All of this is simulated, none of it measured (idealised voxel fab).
The process module that follows is named voxel air gaps.
The cross-section on display is named cut; it measures 175 nm wide, and its cells are 5 nm squares.
Notation: cross-section as square-cell grid; stated in bands, top first, going down; one or more cell rows per band. Read a band's entry like this: the first values are the height of its top and the height of its bottom in nm, and what follows is the sequence of materials from left to right, each with its width in nm. Note that "empty" is empty space, and that a single material marked "edge to edge" reaches across the band from edge to edge. Where do heights start? At 0: under that level the wafer as delivered is made of one material only. And the lowest band has no floor; it just carries on downward, as in "from 0 down". Per-row width for "30->40": begins at first number (top row of band), ends at second number (bottom row), increment between rows held constant. "no modification" -> step changed no cross-section cell. Reported under the label "Encapsulated voids" are the empty spaces having no open way to the top and comprising 8 cells or more; the notation for each is width x height at distance, in which the distance is measured from the left edge and all three values are in nm. Read whatever lies past the settings on a step's line as the simulator's own remark about the step. On any step carrying a mask, the "overlay nm" setting, if present on the step's line, tells how far right of its planned place the mask lay; negative values point to the left. Read the rest as pairs. Take the cross-section before one process step, then the cross-section after it, which shows only down to the lowest band that changed. Under the pair, find the step between them and its settings. Bear in mind that pairs may come from different runs of this module on the same starting wafer: link a pair to the pair above it only where its entry headed "Structure before processing" says to.

Structure before processing:
  from 50 to 20 = SiO2 edge to edge
  from 20 to 15 = SiN edge to edge
  from 15 to 0 = SiO2 edge to edge
  from 0 down = Si edge to edge
  Encapsulated voids: none

State After Step:
  from 50 to 20 = 20 of empty / 15 of SiO2 / 25 of empty / 15 of SiO2 / 25 of empty / 15 of SiO2 / 25 of empty / 15 of SiO2 / 20 of empty
  Below 20 it's all the same as before, nothing changed down there.
  Encapsulated voids: none
What process step lies between the two cross-sections above? MASKED_ETCH,tone cover,mask id LINES,width nm 15,pitch nm 40,etch materials SiO2,depth nm 30,overlay nm 0

Structure before processing: we pick up right where the pair above leaves off, with its after cross-section.

State After Step:
  from 55 to 50 = 15 of empty / 25 of TiN / 15 of empty / 25 of TiN / 15 of empty / 25 of TiN / 15 of empty / 25 of TiN / 15 of empty
  from 50 to 25 = 15 of empty / 5 of TiN / 15 of SiO2 / 5 of TiN / 15 of empty / 5 of TiN / 15 of SiO2 / 5 of TiN / 15 of empty / 5 of TiN / 15 of SiO2 / 5 of TiN / 15 of empty / 5 of TiN / 15 of SiO2 / 5 of TiN / 15 of empty
  from 25 to 20 = 20 of TiN / 15 of SiO2 / 25 of TiN / 15 of SiO2 / 25 of TiN / 15 of SiO2 / 25 of TiN / 15 of SiO2 / 20 of TiN
  Below 20 it's all the same as before, nothing changed down there.
  Encapsulated voids: none
What process step lies between the two cross-sections above? CONFORMAL_DEP,material TiN,thk nm 5

Structure before processing: we pick up right where the pair above leaves off, with its after cross-section.

State After Step:
  from 65 to 55 = W edge to edge
  from 55 to 50 = 15 of W / 25 of TiN / 15 of W / 25 of TiN / 15 of W / 25 of TiN / 15 of W / 25 of TiN / 15 of W
  from 50 to 25 = 15 of W / 5 of TiN / 15 of SiO2 / 5 of TiN / 15 of W / 5 of TiN / 15 of SiO2 / 5 of TiN / 15 of W / 5 of TiN / 15 of SiO2 / 5 of TiN / 15 of W / 5 of TiN / 15 of SiO2 / 5 of TiN / 15 of W
  Below 25 it's all the same as before, nothing changed down there.
  Encapsulated voids: none
What process step lies between the two cross-sections above? FILL_DEP,material W,thk nm 10

Structure before processing: we pick up right where the pair above leaves off, with its after cross-section.

State After Step:
  from 50 to 25 = 15 of W / 5 of TiN / 15 of SiO2 / 5 of TiN / 15 of W / 5 of TiN / 15 of SiO2 / 5 of TiN / 15 of W / 5 of TiN / 15 of SiO2 / 5 of TiN / 15 of W / 5 of TiN / 15 of SiO2 / 5 of TiN / 15 of W
  Below 25 it's all the same as before, nothing changed down there.
  Encapsulated voids: none
What process step lies between the two cross-sections above? CMP,height nm 50

Structure before processing: we pick up right where the pair above leaves off, with its after cross-section.

State After Step:
  from 60 to 50 = Ru edge to edge
  Below 50 it's all the same as before, nothing changed down there.
  Encapsulated voids: none
What process step lies between the two cross-sections above? EPI,material Ru,thk nm 10

Structure before processing: we pick up right where the pair above leaves off, with its after cross-section.

State After Step:
  from 65 to 60 = SiN edge to edge
  Below 60 it's all the same as before, nothing changed down there.
  Encapsulated voids: none
What process step lies between the two cross-sections above? CONFORMAL_DEP,material SiN,thk nm 5
